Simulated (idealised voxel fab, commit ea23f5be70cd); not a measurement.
The following process module bears the name voxel ribs on slabs.
cross-section cut | 290 nm wide | cells 5 nm
In what follows, cross-sections appear as grids of square cells, described through bands that run from the top down, where every band is one or more rows of cells. Band: top and bottom heights (nm) first, top before bottom; then materials from left to right, widths in nm. "full width" marks a sole material filling the band edge to edge. "air" denotes empty space. Note: height 0 marks the level under which the wafer is uniformly one material as received. Lowest band unbounded below, written "0 down". It should be noted that a width expressed as "30 to 40" varies in equal increments from row to row of cells within the band, taking the value of the first number at the top row and that of the second number at the bottom row. What does "nothing got changed" mean for a step? It means no cell of the cross-section changed in that step. The label "Cavities, sealed" introduces a list of the empty spaces, 8 cells or larger, that have no open way up to the top; each entry in it reads width x height at distance, where the distance is taken from the left edge and all three are stated in nm. On a step's line, text after the settings is the simulator commenting on that step. The "overlay nm" setting may appear on a step's line; for a step that uses a mask, it gives how far to the right of its planned position the mask lay, and a negative value indicates the left.
THE PROCESS STEPS THAT WERE PLANNED ARE LISTED BELOW
1) RECEIVE, material Si
2) DIRECTIONAL_DEP, material SiO2, thk nm 20
3) DIRECTIONAL_DEP, material polySi, thk nm 25
4) DIRECTIONAL_DEP, material aC, thk nm 10
5) PATTERN, tone cover, mask id RIB, material resist, width nm 20, thk nm 25, overlay nm 0
6) DIRECTIONAL_ETCH, etch materials aC, depth nm 10
7) STRIP, etch materials resist
8) DIRECTIONAL_ETCH, etch materials polySi, depth nm 5
9) STRIP, etch materials aC
10) PATTERN, tone cover, mask id SLAB, material resist, width nm 70, thk nm 15, overlay nm 0
11) DIRECTIONAL_ETCH, etch materials polySi, depth nm 20
12) STRIP, etch materials resist
13) FILL_DEP, material SiO2, thk nm 30
14) CMP, height nm 65
15) DIRECTIONAL_DEP, material W, thk nm 5
16) MASKED_ETCH, tone cover, mask id HEATER, width nm 30, etch materials W, depth nm 5, overlay nm 0
17) CONFORMAL_DEP, material SiO2, thk nm 5
CROSS-SECTIONAL VIEW OF THE WAFER IN ITS AS-RECEIVED CONDITION, CORRESPONDING TO THE STATE AFTER STEP 1
- 0 down = Si full width
- Cavities, sealed: none
STARTING WAFER: ABOVE. PLAN: ABOVE. RUN: ONE MISTAKE. CROSS-SECTION AFTER THE MODULE: BELOW
- 70 to 65 = air 130 nm; W 30 nm; air 130 nm
- 65 to 45 = SiO2 full width
- 45 to 40 = SiO2 135 nm; polySi 20 nm; SiO2 135 nm
- 40 to 20 = SiO2 110 nm; polySi 70 nm; SiO2 110 nm
- 20 to 0 = SiO2 full width
- 0 down = Si full width
- Cavities, sealed: none
What was the processing mistake? step 17 of the plan was bypassed and not carried out
